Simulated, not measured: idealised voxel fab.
voxel fin reveal: a process module
The width of the displayed cross-section, cut, is 185 nm; its cells are square, with a size of 5 nm.
Cross-sections here: square-cell grids, written as top-down lists of bands, a band being one or more rows of cells. Top, bottom (nm), then materials left to right with widths (nm); lone material tagged "edge to edge" fills the whole band edge to edge; "blank" = empty space. Measure heights from 0. That's the level where, below it, the as-received wafer is all one material. The lowest band is bottomless and extends downward; write it as in "from 0 down". Note: "30..40" means the width goes from the first number (top row of the band) to the second number (bottom row) in equal steps per row of cells. The designation "same as before", where it is given for a processing step, indicates that no cell of the cross-section was altered in the course of that step. In "Voids, enclosed" the enclosed voids are listed, meaning empty spaces of 8 cells or larger without any opening to the top. The form is width x height at distance, distance from the left edge, units nm. Formally, on a step line, whatever follows the settings is a remark that the simulator itself makes on the step. You can add "overlay nm" to a step's line. For a step with a mask, it describes how far the mask lay to the right of its planned position, and a negative number describes a lay to the left.

# Process steps foreseen in the plan
step 1: RECEIVE | material Si
step 2: CONFORMAL_DEP | material SiN | thk nm 5
step 3: DIRECTIONAL_DEP | material aC | thk nm 15
step 4: PATTERN | tone cover | mask id FINS | material resist | width nm 15 | pitch nm 45 | thk nm 35 | overlay nm 0
step 5: DIRECTIONAL_ETCH | etch materials aC | depth nm 15
step 6: STRIP | etch materials resist
step 7: DIRECTIONAL_ETCH | etch materials SiN | depth nm 5
step 8: DIRECTIONAL_ETCH | etch materials Si | depth nm 35
step 9: STRIP | etch materials aC
step 10: OXIDIZE | depth nm 5
step 11: FILL_DEP | material SiO2 | thk nm 10
step 12: CMP | height nm 5
step 13: SELECTIVE_ETCH | etch materials SiO2 | depth nm 20
step 14: STRIP | etch materials SiN
step 15: CONFORMAL_DEP | material SiO2 | thk nm 5

# First of two wafers, with the run carried out as planned

# Wafer cross-section on receipt, i.e. after step 1
  from 0 down = Si edge to edge
  Voids, enclosed: none

# The wafer in cross-section once step 2 is complete
  from 5 to 0 = SiN edge to edge
  Under 0: no change, same as before.

# The wafer in cross-section once step 3 is complete
  from 20 to 5 = aC edge to edge
  Under 5: no change, same as before.

# The wafer in cross-section once step 4 is complete
  from 55 to 20 = 60 nm blank | 15 nm resist | 30 nm blank | 15 nm resist | 65 nm blank
  Under 20: no change, same as before.

# The wafer in cross-section once step 5 is complete
  from 40 to 20 = 60 nm blank | 15 nm resist | 30 nm blank | 15 nm resist | 65 nm blank
  from 20 to 5 = 60 nm blank | 15 nm aC | 30 nm blank | 15 nm aC | 65 nm blank
  Under 5: no change, same as before.

# The wafer in cross-section once step 6 is complete
  from 20 to 5 = 60 nm blank | 15 nm aC | 30 nm blank | 15 nm aC | 65 nm blank
  Under 5: no change, same as before.

# The wafer in cross-section once step 7 is complete
  from 20 to 5 = 60 nm blank | 15 nm aC | 30 nm blank | 15 nm aC | 65 nm blank
  from 5 to 0 = 60 nm blank | 15 nm SiN | 30 nm blank | 15 nm SiN | 65 nm blank
  Under 0: no change, same as before.

# The wafer in cross-section once step 8 is complete
  from 20 to 5 = 60 nm blank | 15 nm aC | 30 nm blank | 15 nm aC | 65 nm blank
  from 5 to 0 = 60 nm blank | 15 nm SiN | 30 nm blank | 15 nm SiN | 65 nm blank
  from 0 to -35 = 60 nm blank | 15 nm Si | 30 nm blank | 15 nm Si | 65 nm blank
  Under -35: no change, same as before.

# The wafer in cross-section once step 9 is complete
  from 5 to 0 = 60 nm blank | 15 nm SiN | 30 nm blank | 15 nm SiN | 65 nm blank
  Under 0: no change, same as before.

# The wafer in cross-section once step 10 is complete
  from 5 to 0 = 60 nm blank | 15 nm SiN | 30 nm blank | 15 nm SiN | 65 nm blank
  from 0 to -35 = 60 nm blank | 5 nm SiO2 | 5 nm Si | 5 nm SiO2 | 30 nm blank | 5 nm SiO2 | 5 nm Si | 5 nm SiO2 | 65 nm blank
  from -35 to -40 = 65 nm SiO2 | 5 nm Si | 40 nm SiO2 | 5 nm Si | 70 nm SiO2
  Under -40: no change, same as before.

# The wafer in cross-section once step 11 is complete
  from 15 to 5 = SiO2 edge to edge
  from 5 to 0 = 60 nm SiO2 | 15 nm SiN | 30 nm SiO2 | 15 nm SiN | 65 nm SiO2
  from 0 to -40 = 65 nm SiO2 | 5 nm Si | 40 nm SiO2 | 5 nm Si | 70 nm SiO2
  Under -40: no change, same as before.

# The wafer in cross-section once step 12 is complete
  from 5 to 0 = 60 nm SiO2 | 15 nm SiN | 30 nm SiO2 | 15 nm SiN | 65 nm SiO2
  Under 0: no change, same as before.

# The wafer in cross-section once step 13 is complete
  from 5 to 0 = 60 nm blank | 15 nm SiN | 30 nm blank | 15 nm SiN | 65 nm blank
  from 0 to -15 = 65 nm blank | 5 nm Si | 40 nm blank | 5 nm Si | 70 nm blank
  Under -15: no change, same as before.

# The wafer in cross-section once step 14 is complete
  from 0 to -15 = 65 nm blank | 5 nm Si | 40 nm blank | 5 nm Si | 70 nm blank
  Under -15: no change, same as before.

# The wafer in cross-section once step 15 is complete
  from 5 to 0 = 60 nm blank | 15 nm SiO2 | 30 nm blank | 15 nm SiO2 | 65 nm blank
  from 0 to -10 = 60 nm blank | 5 nm SiO2 | 5 nm Si | 5 nm SiO2 | 30 nm blank | 5 nm SiO2 | 5 nm Si | 5 nm SiO2 | 65 nm blank
  from -10 to -40 = 65 nm SiO2 | 5 nm Si | 40 nm SiO2 | 5 nm Si | 70 nm SiO2
  Under -40: no change, same as before.

# The remaining wafer, second of the two, started like the first and was run to the same plan, except that one mistake was made along the way; the two coincide through step 14, inclusive

# Second wafer profile in section, at the moment step 15 of the plan was meant to be complete
  from 5 to 0 = 60 nm blank | 15 nm SiN | 30 nm blank | 15 nm SiN | 65 nm blank
  from 0 to -10 = 60 nm blank | 5 nm SiN | 5 nm Si | 5 nm SiN | 30 nm blank | 5 nm SiN | 5 nm Si | 5 nm SiN | 65 nm blank
  from -10 to -15 = 65 nm SiN | 5 nm Si | 40 nm SiN | 5 nm Si | 70 nm SiN
  Under -15: no change, same as before.
What went wrong in running the wafer? step 15 was run on a setting that differed from the plan, and what really ran there is CONFORMAL_DEP | material SiN | thk nm 5
Bottom line after processing is that, in cells, the second wafer is up or down on some materials versus the first: SiN: 49 more | SiO2: 49 fewer
